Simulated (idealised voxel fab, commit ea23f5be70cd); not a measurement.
Proc. module: voxel capacitor over wiring
We display cut, a cross-section 155 nm in width whose square cells are each 5 nm.
A cross-section is a grid of square cells, given in bands from the top down. A band is one or more rows of cells. Read a band's entry like this: the first values are the height of its top and the height of its bottom in nm, and what follows is the sequence of materials from left to right, each with its width in nm. Note that "empty" is empty space, and that a single material marked "edge to edge" reaches across the band from edge to edge. Convention: height 0 is the level below which the wafer, as received, is all one material. The lowest band does not terminate at the bottom but continues downward, represented as "from 0 down". So if you see something like "30..40" for the width, read it as the top row of the band sitting at the first number and the bottom row at the second, with every row in between moving by the same amount as the last. You'll sometimes find "remained unchanged" written for a step, and that's the way of saying that nowhere in the cross-section did a cell change during that step. "Trapped voids" lists enclosed empty spaces (at least 8 cells, no open path upward to the top), each as width x height at distance from the left edge, in nm. Past the settings on a step's line: simulator remark, on that step. What "overlay nm" on a step's line means: if the step has a mask, that mask lay this far to the right of its planned place, or, when the value is negative, to the left.

Steps in the process plan
1. RECEIVE,material Si
2. CONFORMAL_DEP,material SiO2,thk nm 15
3. CONFORMAL_DEP,material SiCN,thk nm 5
4. DIRECTIONAL_DEP,material SiO2,thk nm 25
5. DIRECTIONAL_DEP,material aC,thk nm 10
6. PATTERN,tone open,mask id METAL_1,material resist,width nm 30,pitch nm 95,thk nm 30,overlay nm 0
7. DIRECTIONAL_ETCH,etch materials aC,depth nm 10
8. STRIP,etch materials resist
9. DIRECTIONAL_ETCH,etch materials SiO2,depth nm 25
10. DIRECTIONAL_ETCH,etch materials SiCN,depth nm 5
11. STRIP,etch materials aC
12. CONFORMAL_DEP,material TiN,thk nm 5
13. FILL_DEP,material Cu,thk nm 10
14. CMP,height nm 45
15. CONFORMAL_DEP,material SiCN,thk nm 5
16. DIRECTIONAL_DEP,material SiO2,thk nm 10
17. MASKED_ETCH,tone open,mask id PLUG_1,width nm 15,etch materials SiO2,depth nm 10,overlay nm 0
18. MASKED_ETCH,tone open,mask id PLUG_1,width nm 15,etch materials SiCN,depth nm 5,overlay nm 0
19. CONFORMAL_DEP,material TiN,thk nm 5
20. FILL_DEP,material W,thk nm 10
21. CMP,height nm 60
22. DIRECTIONAL_DEP,material TiN,thk nm 10
23. DIRECTIONAL_DEP,material HfO2,thk nm 5
24. DIRECTIONAL_DEP,material TiN,thk nm 10
25. PATTERN,tone cover,mask id UPPER_PLATE,material resist,width nm 70,thk nm 15,overlay nm 0
26. DIRECTIONAL_ETCH,etch materials TiN,depth nm 10
27. DIRECTIONAL_ETCH,etch materials HfO2,depth nm 5
28. STRIP,etch materials resist
29. DIRECTIONAL_DEP,material aC,thk nm 10
30. PATTERN,tone cover,mask id LOWER_PLATE,material resist,width nm 80,thk nm 25,overlay nm 0
31. DIRECTIONAL_ETCH,etch materials aC,depth nm 10
32. STRIP,etch materials resist
33. DIRECTIONAL_ETCH,etch materials TiN,depth nm 10
34. STRIP,etch materials aC
35. FILL_DEP,material SiO2,thk nm 20
36. CMP,height nm 100
37. MASKED_ETCH,tone open,mask id PLUG_2,width nm 15,etch materials SiO2,depth nm 15,overlay nm 0
38. CONFORMAL_DEP,material TiN,thk nm 5
39. FILL_DEP,material Ru,thk nm 10
40. CMP,height nm 100
41. CONFORMAL_DEP,material SiCN,thk nm 5

Of two wafers, the first: run according to plan

Delivered wafer in cross-section: state after step 1
* from 0 down = Si edge to edge
* Trapped voids: none

State of the wafer after step 2, shown in cross-section
* from 15 to 0 = SiO2 edge to edge
* Lower than 0, everything is as it was.

State of the wafer after step 3, shown in cross-section
* from 20 to 15 = SiCN edge to edge
* Lower than 15, everything is as it was.

State of the wafer after step 4, shown in cross-section
* from 45 to 20 = SiO2 edge to edge
* Lower than 20, everything is as it was.

State of the wafer after step 5, shown in cross-section
* from 55 to 45 = aC edge to edge
* Lower than 45, everything is as it was.

State of the wafer after step 6, shown in cross-section
* from 85 to 55 = resist=15 | empty=30 | resist=65 | empty=30 | resist=15
* Lower than 55, everything is as it was.

State of the wafer after step 7, shown in cross-section
* from 75 to 55 = resist=15 | empty=30 | resist=65 | empty=30 | resist=15
* from 55 to 45 = aC=15 | empty=30 | aC=65 | empty=30 | aC=15
* Lower than 45, everything is as it was.

State of the wafer after step 8, shown in cross-section
* from 55 to 45 = aC=15 | empty=30 | aC=65 | empty=30 | aC=15
* Lower than 45, everything is as it was.

State of the wafer after step 9, shown in cross-section
* from 55 to 45 = aC=15 | empty=30 | aC=65 | empty=30 | aC=15
* from 45 to 20 = SiO2=15 | empty=30 | SiO2=65 | empty=30 | SiO2=15
* Lower than 20, everything is as it was.

State of the wafer after step 10, shown in cross-section
* from 55 to 45 = aC=15 | empty=30 | aC=65 | empty=30 | aC=15
* from 45 to 20 = SiO2=15 | empty=30 | SiO2=65 | empty=30 | SiO2=15
* from 20 to 15 = SiCN=15 | empty=30 | SiCN=65 | empty=30 | SiCN=15
* Lower than 15, everything is as it was.

State of the wafer after step 11, shown in cross-section
* from 45 to 20 = SiO2=15 | empty=30 | SiO2=65 | empty=30 | SiO2=15
* Lower than 20, everything is as it was.

State of the wafer after step 12, shown in cross-section
* from 50 to 45 = TiN=20 | empty=20 | TiN=75 | empty=20 | TiN=20
* from 45 to 20 = SiO2=15 | TiN=5 | empty=20 | TiN=5 | SiO2=65 | TiN=5 | empty=20 | TiN=5 | SiO2=15
* from 20 to 15 = SiCN=15 | TiN=30 | SiCN=65 | TiN=30 | SiCN=15
* Lower than 15, everything is as it was.

State of the wafer after step 13, shown in cross-section
* from 60 to 50 = Cu edge to edge
* from 50 to 45 = TiN=20 | Cu=20 | TiN=75 | Cu=20 | TiN=20
* from 45 to 20 = SiO2=15 | TiN=5 | Cu=20 | TiN=5 | SiO2=65 | TiN=5 | Cu=20 | TiN=5 | SiO2=15
* Lower than 20, everything is as it was.

State of the wafer after step 14, shown in cross-section
* from 45 to 20 = SiO2=15 | TiN=5 | Cu=20 | TiN=5 | SiO2=65 | TiN=5 | Cu=20 | TiN=5 | SiO2=15
* Lower than 20, everything is as it was.

State of the wafer after step 15, shown in cross-section
* from 50 to 45 = SiCN edge to edge
* Lower than 45, everything is as it was.

State of the wafer after step 16, shown in cross-section
* from 60 to 50 = SiO2 edge to edge
* Lower than 50, everything is as it was.

State of the wafer after step 17, shown in cross-section
* from 60 to 50 = SiO2=30 | empty=15 | SiO2=110
* Lower than 50, everything is as it was.

State of the wafer after step 18, shown in cross-section
* from 60 to 50 = SiO2=30 | empty=15 | SiO2=110
* from 50 to 45 = SiCN=30 | empty=15 | SiCN=110
* Lower than 45, everything is as it was.

State of the wafer after step 19, shown in cross-section
* from 65 to 60 = TiN=35 | empty=5 | TiN=115
* from 60 to 50 = SiO2=30 | TiN=5 | empty=5 | TiN=5 | SiO2=110
* from 50 to 45 = SiCN=30 | TiN=15 | SiCN=110
* Lower than 45, everything is as it was.

State of the wafer after step 20, shown in cross-section
* from 75 to 65 = W edge to edge
* from 65 to 60 = TiN=35 | W=5 | TiN=115
* from 60 to 50 = SiO2=30 | TiN=5 | W=5 | TiN=5 | SiO2=110
* Lower than 50, everything is as it was.

State of the wafer after step 21, shown in cross-section
* from 60 to 50 = SiO2=30 | TiN=5 | W=5 | TiN=5 | SiO2=110
* Lower than 50, everything is as it was.

State of the wafer after step 22, shown in cross-section
* from 70 to 60 = TiN edge to edge
* Lower than 60, everything is as it was.

State of the wafer after step 23, shown in cross-section
* from 75 to 70 = HfO2 edge to edge
* Lower than 70, everything is as it was.

State of the wafer after step 24, shown in cross-section
* from 85 to 75 = TiN edge to edge
* Lower than 75, everything is as it was.

State of the wafer after step 25, shown in cross-section
* from 100 to 85 = empty=30 | resist=70 | empty=55
* Lower than 85, everything is as it was.

State of the wafer after step 26, shown in cross-section
* from 100 to 85 = empty=30 | resist=70 | empty=55
* from 85 to 75 = empty=30 | TiN=70 | empty=55
* Lower than 75, everything is as it was.

State of the wafer after step 27, shown in cross-section
* from 100 to 85 = empty=30 | resist=70 | empty=55
* from 85 to 75 = empty=30 | TiN=70 | empty=55
* from 75 to 70 = empty=30 | HfO2=70 | empty=55
* Lower than 70, everything is as it was.

State of the wafer after step 28, shown in cross-section
* from 85 to 75 = empty=30 | TiN=70 | empty=55
* Lower than 75, everything is as it was.

State of the wafer after step 29, shown in cross-section
* from 95 to 85 = empty=30 | aC=70 | empty=55
* from 85 to 80 = empty=30 | TiN=70 | empty=55
* from 80 to 75 = aC=30 | TiN=70 | aC=55
* from 75 to 70 = aC=30 | HfO2=70 | aC=55
* Lower than 70, everything is as it was.

State of the wafer after step 30, shown in cross-section
* from 120 to 95 = empty=25 | resist=80 | empty=50
* from 95 to 85 = empty=25 | resist=5 | aC=70 | resist=5 | empty=50
* from 85 to 80 = empty=25 | resist=5 | TiN=70 | resist=5 | empty=50
* Lower than 80, everything is as it was.

State of the wafer after step 31, shown in cross-section
* from 110 to 95 = empty=25 | resist=80 | empty=50
* from 95 to 85 = empty=25 | resist=5 | aC=70 | resist=5 | empty=50
* from 85 to 80 = empty=25 | resist=5 | TiN=70 | resist=5 | empty=50
* from 80 to 75 = empty=25 | aC=5 | TiN=70 | aC=5 | empty=50
* from 75 to 70 = empty=25 | aC=5 | HfO2=70 | aC=5 | empty=50
* Lower than 70, everything is as it was.

State of the wafer after step 32, shown in cross-section
* from 95 to 85 = empty=30 | aC=70 | empty=55
* from 85 to 80 = empty=30 | TiN=70 | empty=55
* Lower than 80, everything is as it was.

State of the wafer after step 33, shown in cross-section
* from 95 to 85 = empty=30 | aC=70 | empty=55
* from 85 to 80 = empty=30 | TiN=70 | empty=55
* from 80 to 75 = empty=25 | aC=5 | TiN=70 | aC=5 | empty=50
* from 75 to 70 = empty=25 | aC=5 | HfO2=70 | aC=5 | empty=50
* from 70 to 60 = empty=25 | TiN=80 | empty=50
* Lower than 60, everything is as it was.

State of the wafer after step 34, shown in cross-section
* from 85 to 75 = empty=30 | TiN=70 | empty=55
* from 75 to 70 = empty=30 | HfO2=70 | empty=55
* Lower than 70, everything is as it was.

State of the wafer after step 35, shown in cross-section
* from 105 to 85 = SiO2 edge to edge
* from 85 to 75 = SiO2=30 | TiN=70 | SiO2=55
* from 75 to 70 = SiO2=30 | HfO2=70 | SiO2=55
* from 70 to 60 = SiO2=25 | TiN=80 | SiO2=50
* Lower than 60, everything is as it was.

State of the wafer after step 36, shown in cross-section
* from 100 to 85 = SiO2 edge to edge
* Lower than 85, everything is as it was.

State of the wafer after step 37, shown in cross-section
* from 100 to 85 = SiO2=40 | empty=15 | SiO2=100
* Lower than 85, everything is as it was.

State of the wafer after step 38, shown in cross-section
* from 105 to 100 = TiN=45 | empty=5 | TiN=105
* from 100 to 90 = SiO2=40 | TiN=5 | empty=5 | TiN=5 | SiO2=100
* from 90 to 85 = SiO2=40 | TiN=15 | SiO2=100
* Lower than 85, everything is as it was.

State of the wafer after step 39, shown in cross-section
* from 115 to 105 = Ru edge to edge
* from 105 to 100 = TiN=45 | Ru=5 | TiN=105
* from 100 to 90 = SiO2=40 | TiN=5 | Ru=5 | TiN=5 | SiO2=100
* Lower than 90, everything is as it was.

State of the wafer after step 40, shown in cross-section
* from 100 to 90 = SiO2=40 | TiN=5 | Ru=5 | TiN=5 | SiO2=100
* Lower than 90, everything is as it was.

State of the wafer after step 41, shown in cross-section
* from 105 to 100 = SiCN edge to edge
* Lower than 100, everything is as it was.

Okay, second wafer. Nothing different at the start, nothing different in the plan, just one mistake somewhere in the running. As far as step 36, counting that step, it's the first wafer all over again

Cross-section of the second wafer at the time by which step 37 should have been completed according to the plan
* from 100 to 85 = SiO2=35 | empty=25 | SiO2=95
* Lower than 85, everything is as it was.

Cross-section of the second wafer at the time by which step 38 should have been completed according to the plan
* from 105 to 100 = TiN=40 | empty=15 | TiN=100
* from 100 to 90 = SiO2=35 | TiN=5 | empty=15 | TiN=5 | SiO2=95
* from 90 to 85 = SiO2=35 | TiN=25 | SiO2=95
* Lower than 85, everything is as it was.

Cross-section of the second wafer at the time by which step 39 should have been completed according to the plan
* from 115 to 105 = Ru edge to edge
* from 105 to 100 = TiN=40 | Ru=15 | TiN=100
* from 100 to 90 = SiO2=35 | TiN=5 | Ru=15 | TiN=5 | SiO2=95
* Lower than 90, everything is as it was.

Cross-section of the second wafer at the time by which step 40 should have been completed according to the plan
* from 100 to 90 = SiO2=35 | TiN=5 | Ru=15 | TiN=5 | SiO2=95
* Lower than 90, everything is as it was.

Cross-section of the second wafer at the time by which step 41 should have been completed according to the plan
* from 105 to 100 = SiCN edge to edge
* Lower than 100, everything is as it was.
Diagnosis: step 37 changed vs plan, executed as MASKED_ETCH,tone open,mask id PLUG_2,width nm 25,etch materials SiO2,depth nm 15,overlay nm 0
At the finish, the second wafer shows more or fewer cells for some materials than the first does: Ru +4 | SiO2 -6 | TiN +2
